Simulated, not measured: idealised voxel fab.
The following process module bears the name voxel trench capacitor.
For reference, the cross-section in this document is cut, with width 255 nm and square cells of 5 nm.
Square cells in a grid make up a cross-section in this document, and the grid is given as bands, listed from the top down, each one or more rows of cells.
Heights first: top, then bottom, in nm. Then materials, left to right, each with a width in nm. "throughout" on a single material: fills the band edge to edge. "air": empty space.
For the purposes of this specification, 0 denotes the height below which the wafer in its as-received condition is composed wholly of one material, and the lowermost band, lacking a lower limit, extends downward without end, as expressed in "0 nm and below".
The two numbers in a width such as "30..40" mark its ends across the band: the first belongs to the top row of cells, the second to the bottom row, and from each row to the next the width moves by the same amount.
Where the words "same as before" appear for a step, the cross-section shows no cell changed by that step; every cell remained as before.
"Unvented internal voids" - sealed voids, min. 8 cells, no opening to top; format: width x height at distance (distance from left edge; nm throughout).
after a step's settings: what the simulator itself notes on the step
The line of a step may include "overlay nm". On a step with a mask, this value is how far to the right of its planned place the mask lay. A negative value means the mask lay to the left.
## List of planned process steps
1,RECEIVE: material Si
2,CONFORMAL_DEP: material SiN, thk nm 5
3,PATTERN: tone open, mask id TRENCH, material resist, width nm 25, pitch nm 40, thk nm 20, overlay nm 0
4,DIRECTIONAL_ETCH: etch materials SiN, depth nm 5
5,DIRECTIONAL_ETCH: etch materials Si, depth nm 30
6,STRIP: etch materials resist
7,CONFORMAL_DEP: material HfO2, thk nm 5
8,CONFORMAL_DEP: material TiN, thk nm 5
9,FILL_DEP: material W, thk nm 5
10,CMP: height nm 5
## As received (post step 1): cross-section
0 nm and below = Si throughout
Unvented internal voids: none
## One mistake in running the module, otherwise start and plan as above: cross-section at the end
5 nm to 0 nm = 90 nm SiN, 5 nm HfO2, 5 nm TiN, 5 nm W, 5 nm TiN, 5 nm HfO2, 15 nm SiN, 5 nm HfO2, 5 nm TiN, 5 nm W, 5 nm TiN, 5 nm HfO2, 100 nm SiN
0 nm to -20 nm = 90 nm Si, 5 nm HfO2, 5 nm TiN, 5 nm W, 5 nm TiN, 5 nm HfO2, 15 nm Si, 5 nm HfO2, 5 nm TiN, 5 nm W, 5 nm TiN, 5 nm HfO2, 100 nm Si
-20 nm to -25 nm = 90 nm Si, 5 nm HfO2, 15 nm TiN, 5 nm HfO2, 15 nm Si, 5 nm HfO2, 15 nm TiN, 5 nm HfO2, 100 nm Si
-25 nm to -30 nm = 90 nm Si, 25 nm HfO2, 15 nm Si, 25 nm HfO2, 100 nm Si
-30 nm and below = Si throughout
Unvented internal voids: none
Short version of what went wrong: off-plan run, step 3, actual operation and settings PATTERN: tone open, mask id TRENCH, material resist, width nm 25, pitch nm 40, thk nm 20, overlay nm -5
